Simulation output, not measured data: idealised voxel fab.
The process module that follows is named voxel capacitor over wiring.
FYI the section here is cut, 175 nm wide, cells are 5 nm squares.
For the purposes of this document, a cross-section shall be understood as a grid of square cells, specified as bands listed in top-to-bottom order, each band consisting of one or more rows of cells.
Band entry format. Leading values: height of top, height of bottom, nm. Remainder: materials in left-to-right order, each with its width in nm. Special words: "full width" on a single material, which then fills the band edge to edge; "air", empty space.
We count height from 0. Below that, the starting wafer is all one material. The lowest band never ends at the bottom but goes on down; see "z 0 and below" for how that is written.
Per-row width for "30 to 40": begins at first number (top row of band), ends at second number (bottom row), increment between rows held constant.
Given "nothing got changed" for a step, no cell of the cross-section differs between before and after that step.
"Enclosed internal cavities" lists enclosed empty spaces (at least 8 cells, no open path upward to the top), each as width x height at distance from the left edge, in nm.
Post-settings text on a step line: simulator's own remark regarding the step.
Each step line may optionally specify "overlay nm", which for a step with a mask gives the rightward distance between the mask's planned place and where it lay, a negative value indicating the leftward direction.
-- The steps planned for the process are as follows
1: op RECEIVE | material Si
2: op CONFORMAL_DEP | material SiO2 | thk nm 10
3: op CONFORMAL_DEP | material SiCN | thk nm 5
4: op DIRECTIONAL_DEP | material lowk | thk nm 15
5: op PATTERN | tone open | mask id METAL_1 | material resist | width nm 20 | pitch nm 90 | thk nm 15 | overlay nm 0
6: op DIRECTIONAL_ETCH | etch materials lowk | depth nm 15
7: op DIRECTIONAL_ETCH | etch materials SiCN | depth nm 5
8: op STRIP | etch materials resist
9: op CONFORMAL_DEP | material TiN | thk nm 5
10: op FILL_DEP | material Cu | thk nm 5
11: op CMP | height nm 30
12: op EPI | material Ru | thk nm 5
13: op FILL_DEP | material SiCN | thk nm 5
14: op DIRECTIONAL_DEP | material lowk | thk nm 15
15: op DIRECTIONAL_DEP | material aC | thk nm 10
16: op PATTERN | tone open | mask id PLUG_1 | material resist | width nm 15 | thk nm 25 | overlay nm 0
17: op DIRECTIONAL_ETCH | etch materials aC | depth nm 10
18: op STRIP | etch materials resist
19: op DIRECTIONAL_ETCH | etch materials lowk | depth nm 15
20: op DIRECTIONAL_ETCH | etch materials SiCN | depth nm 5
21: op STRIP | etch materials aC
22: op CONFORMAL_DEP | material TiN | thk nm 5
23: op FILL_DEP | material Ru | thk nm 5
24: op CMP | height nm 55
25: op DIRECTIONAL_DEP | material TiN | thk nm 5
26: op DIRECTIONAL_DEP | material Al2O3 | thk nm 5
27: op DIRECTIONAL_DEP | material TiN | thk nm 10
28: op MASKED_ETCH | tone cover | mask id UPPER_PLATE | width nm 75 | etch materials TiN | depth nm 10 | overlay nm 0
29: op MASKED_ETCH | tone cover | mask id UPPER_PLATE | width nm 75 | etch materials Al2O3 | depth nm 5 | overlay nm 0
30: op MASKED_ETCH | tone cover | mask id LOWER_PLATE | width nm 85 | etch materials TiN | depth nm 5 | overlay nm 0
31: op FILL_DEP | material SiO2 | thk nm 20
32: op CMP | height nm 90
33: op MASKED_ETCH | tone open | mask id PLUG_2 | width nm 15 | etch materials SiO2 | depth nm 15 | overlay nm 0
34: op CONFORMAL_DEP | material TiN | thk nm 5
35: op FILL_DEP | material W | thk nm 10
36: op CMP | height nm 90
37: op CONFORMAL_DEP | material SiN | thk nm 5
-- What follows covers the first of two wafers; it ran as planned
-- Cross-section of the wafer at receipt, which is the condition after step 1
> z 0 and below  Si full width
> Enclosed internal cavities: none
-- After step 2, in cross-section
> z 10 to 0  SiO2 full width
> Everything under 0 stays put, no change at all.
-- After step 3, in cross-section
> z 15 to 10  SiCN full width
> Everything under 10 stays put, no change at all.
-- After step 4, in cross-section
> z 30 to 15  lowk full width
> Everything under 15 stays put, no change at all.
-- After step 5, in cross-section
> z 45 to 30  30 of resist, then 20 of air, then 70 of resist, then 20 of air, then 35 of resist
> Everything under 30 stays put, no change at all.
-- After step 6, in cross-section
> z 45 to 30  30 of resist, then 20 of air, then 70 of resist, then 20 of air, then 35 of resist
> z 30 to 15  30 of lowk, then 20 of air, then 70 of lowk, then 20 of air, then 35 of lowk
> Everything under 15 stays put, no change at all.
-- After step 7, in cross-section
> z 45 to 30  30 of resist, then 20 of air, then 70 of resist, then 20 of air, then 35 of resist
> z 30 to 15  30 of lowk, then 20 of air, then 70 of lowk, then 20 of air, then 35 of lowk
> z 15 to 10  30 of SiCN, then 20 of air, then 70 of SiCN, then 20 of air, then 35 of SiCN
> Everything under 10 stays put, no change at all.
-- After step 8, in cross-section
> z 30 to 15  30 of lowk, then 20 of air, then 70 of lowk, then 20 of air, then 35 of lowk
> Everything under 15 stays put, no change at all.
-- After step 9, in cross-section
> z 35 to 30  35 of TiN, then 10 of air, then 80 of TiN, then 10 of air, then 40 of TiN
> z 30 to 15  30 of lowk, then 5 of TiN, then 10 of air, then 5 of TiN, then 70 of lowk, then 5 of TiN, then 10 of air, then 5 of TiN, then 35 of lowk
> z 15 to 10  30 of SiCN, then 20 of TiN, then 70 of SiCN, then 20 of TiN, then 35 of SiCN
> Everything under 10 stays put, no change at all.
-- After step 10, in cross-section
> z 40 to 35  Cu full width
> z 35 to 30  35 of TiN, then 10 of Cu, then 80 of TiN, then 10 of Cu, then 40 of TiN
> z 30 to 15  30 of lowk, then 5 of TiN, then 10 of Cu, then 5 of TiN, then 70 of lowk, then 5 of TiN, then 10 of Cu, then 5 of TiN, then 35 of lowk
> Everything under 15 stays put, no change at all.
-- After step 11, in cross-section
> z 30 to 15  30 of lowk, then 5 of TiN, then 10 of Cu, then 5 of TiN, then 70 of lowk, then 5 of TiN, then 10 of Cu, then 5 of TiN, then 35 of lowk
> Everything under 15 stays put, no change at all.
-- After step 12, in cross-section
> z 35 to 30  25 of air, then 30 of Ru, then 60 of air, then 30 of Ru, then 30 of air
> Everything under 30 stays put, no change at all.
-- After step 13, in cross-section
> z 40 to 35  SiCN full width
> z 35 to 30  25 of SiCN, then 30 of Ru, then 60 of SiCN, then 30 of Ru, then 30 of SiCN
> Everything under 30 stays put, no change at all.
-- After step 14, in cross-section
> z 55 to 40  lowk full width
> Everything under 40 stays put, no change at all.
-- After step 15, in cross-section
> z 65 to 55  aC full width
> Everything under 55 stays put, no change at all.
-- After step 16, in cross-section
> z 90 to 65  35 of resist, then 15 of air, then 125 of resist
> Everything under 65 stays put, no change at all.
-- After step 17, in cross-section
> z 80 to 65  35 of resist, then 15 of air, then 125 of resist
> z 65 to 55  35 of aC, then 15 of air, then 125 of aC
> Everything under 55 stays put, no change at all.
-- After step 18, in cross-section
> z 65 to 55  35 of aC, then 15 of air, then 125 of aC
> Everything under 55 stays put, no change at all.
-- After step 19, in cross-section
> z 65 to 55  35 of aC, then 15 of air, then 125 of aC
> z 55 to 40  35 of lowk, then 15 of air, then 125 of lowk
> Everything under 40 stays put, no change at all.
-- After step 20, in cross-section
> z 65 to 55  35 of aC, then 15 of air, then 125 of aC
> z 55 to 40  35 of lowk, then 15 of air, then 125 of lowk
> z 40 to 35  35 of SiCN, then 15 of air, then 125 of SiCN
> Everything under 35 stays put, no change at all.
-- After step 21, in cross-section
> z 55 to 40  35 of lowk, then 15 of air, then 125 of lowk
> Everything under 40 stays put, no change at all.
-- After step 22, in cross-section
> z 60 to 55  40 of TiN, then 5 of air, then 130 of TiN
> z 55 to 40  35 of lowk, then 5 of TiN, then 5 of air, then 5 of TiN, then 125 of lowk
> z 40 to 35  35 of SiCN, then 15 of TiN, then 125 of SiCN
> Everything under 35 stays put, no change at all.
-- After step 23, in cross-section
> z 65 to 60  Ru full width
> z 60 to 55  40 of TiN, then 5 of Ru, then 130 of TiN
> z 55 to 40  35 of lowk, then 5 of TiN, then 5 of Ru, then 5 of TiN, then 125 of lowk
> Everything under 40 stays put, no change at all.
-- After step 24, in cross-section
> z 55 to 40  35 of lowk, then 5 of TiN, then 5 of Ru, then 5 of TiN, then 125 of lowk
> Everything under 40 stays put, no change at all.
-- After step 25, in cross-section
> z 60 to 55  TiN full width
> Everything under 55 stays put, no change at all.
-- After step 26, in cross-section
> z 65 to 60  Al2O3 full width
> Everything under 60 stays put, no change at all.
-- After step 27, in cross-section
> z 75 to 65  TiN full width
> Everything under 65 stays put, no change at all.
-- After step 28, in cross-section
> z 75 to 65  35 of air, then 75 of TiN, then 65 of air
> Everything under 65 stays put, no change at all.
-- After step 29, in cross-section
> z 75 to 65  35 of air, then 75 of TiN, then 65 of air
> z 65 to 60  35 of air, then 75 of Al2O3, then 65 of air
> Everything under 60 stays put, no change at all.
-- After step 30, in cross-section
> z 75 to 65  35 of air, then 75 of TiN, then 65 of air
> z 65 to 60  35 of air, then 75 of Al2O3, then 65 of air
> z 60 to 55  30 of air, then 85 of TiN, then 60 of air
> Everything under 55 stays put, no change at all.
-- After step 31, in cross-section
> z 95 to 75  SiO2 full width
> z 75 to 65  35 of SiO2, then 75 of TiN, then 65 of SiO2
> z 65 to 60  35 of SiO2, then 75 of Al2O3, then 65 of SiO2
> z 60 to 55  30 of SiO2, then 85 of TiN, then 60 of SiO2
> Everything under 55 stays put, no change at all.
-- After step 32, in cross-section
> z 90 to 75  SiO2 full width
> Everything under 75 stays put, no change at all.
-- After step 33, in cross-section
> z 90 to 75  45 of SiO2, then 15 of air, then 115 of SiO2
> Everything under 75 stays put, no change at all.
-- After step 34, in cross-section
> z 95 to 90  50 of TiN, then 5 of air, then 120 of TiN
> z 90 to 80  45 of SiO2, then 5 of TiN, then 5 of air, then 5 of TiN, then 115 of SiO2
> z 80 to 75  45 of SiO2, then 15 of TiN, then 115 of SiO2
> Everything under 75 stays put, no change at all.
-- After step 35, in cross-section
> z 105 to 95  W full width
> z 95 to 90  50 of TiN, then 5 of W, then 120 of TiN
> z 90 to 80  45 of SiO2, then 5 of TiN, then 5 of W, then 5 of TiN, then 115 of SiO2
> Everything under 80 stays put, no change at all.
-- After step 36, in cross-section
> z 90 to 80  45 of SiO2, then 5 of TiN, then 5 of W, then 5 of TiN, then 115 of SiO2
> Everything under 80 stays put, no change at all.
-- After step 37, in cross-section
> z 95 to 90  SiN full width
> Everything under 90 stays put, no change at all.
-- Second wafer, same starting conditions and recipe as the first, one mistake in executing it, nothing differs from the first up to and including step 27
-- Second wafer, sectioned view, at step 28's planned end time
> z 75 to 65  35 of TiN, then 75 of air, then 65 of TiN
> Everything under 65 stays put, no change at all.
Second wafer, sectioned view, at step 29's planned end time: nothing got changed
-- Second wafer, sectioned view, at step 30's planned end time
> z 75 to 70  30 of air, then 5 of TiN, then 75 of air, then 5 of TiN, then 60 of air
> Everything under 70 stays put, no change at all.
-- Second wafer, sectioned view, at step 31's planned end time
> z 95 to 75  SiO2 full width
> z 75 to 70  30 of SiO2, then 5 of TiN, then 75 of SiO2, then 5 of TiN, then 60 of SiO2
> z 70 to 65  35 of TiN, then 75 of SiO2, then 65 of TiN
> Everything under 65 stays put, no change at all.
-- Second wafer, sectioned view, at step 32's planned end time
> z 90 to 75  SiO2 full width
> Everything under 75 stays put, no change at all.
-- Second wafer, sectioned view, at step 33's planned end time
> z 90 to 75  45 of SiO2, then 15 of air, then 115 of SiO2
> Everything under 75 stays put, no change at all.
-- Second wafer, sectioned view, at step 34's planned end time
> z 95 to 90  50 of TiN, then 5 of air, then 120 of TiN
> z 90 to 80  45 of SiO2, then 5 of TiN, then 5 of air, then 5 of TiN, then 115 of SiO2
> z 80 to 75  45 of SiO2, then 15 of TiN, then 115 of SiO2
> Everything under 75 stays put, no change at all.
-- Second wafer, sectioned view, at step 35's planned end time
> z 105 to 95  W full width
> z 95 to 90  50 of TiN, then 5 of W, then 120 of TiN
> z 90 to 80  45 of SiO2, then 5 of TiN, then 5 of W, then 5 of TiN, then 115 of SiO2
> Everything under 80 stays put, no change at all.
-- Second wafer, sectioned view, at step 36's planned end time
> z 90 to 80  45 of SiO2, then 5 of TiN, then 5 of W, then 5 of TiN, then 115 of SiO2
> Everything under 80 stays put, no change at all.
-- Second wafer, sectioned view, at step 37's planned end time
> z 95 to 90  SiN full width
> Everything under 90 stays put, no change at all.
Heads up, the wafer didn't run the way we planned it: for step 28, the planned setting was not used; the step was instead run as op MASKED_ETCH | tone open | mask id UPPER_PLATE | width nm 75 | etch materials TiN | depth nm 10 | overlay nm 0
It is noted that, at the conclusion of processing, the second wafer exhibits a higher or lower cell count for certain materials relative to the first: Al2O3 +20, SiO2 -30, TiN +10
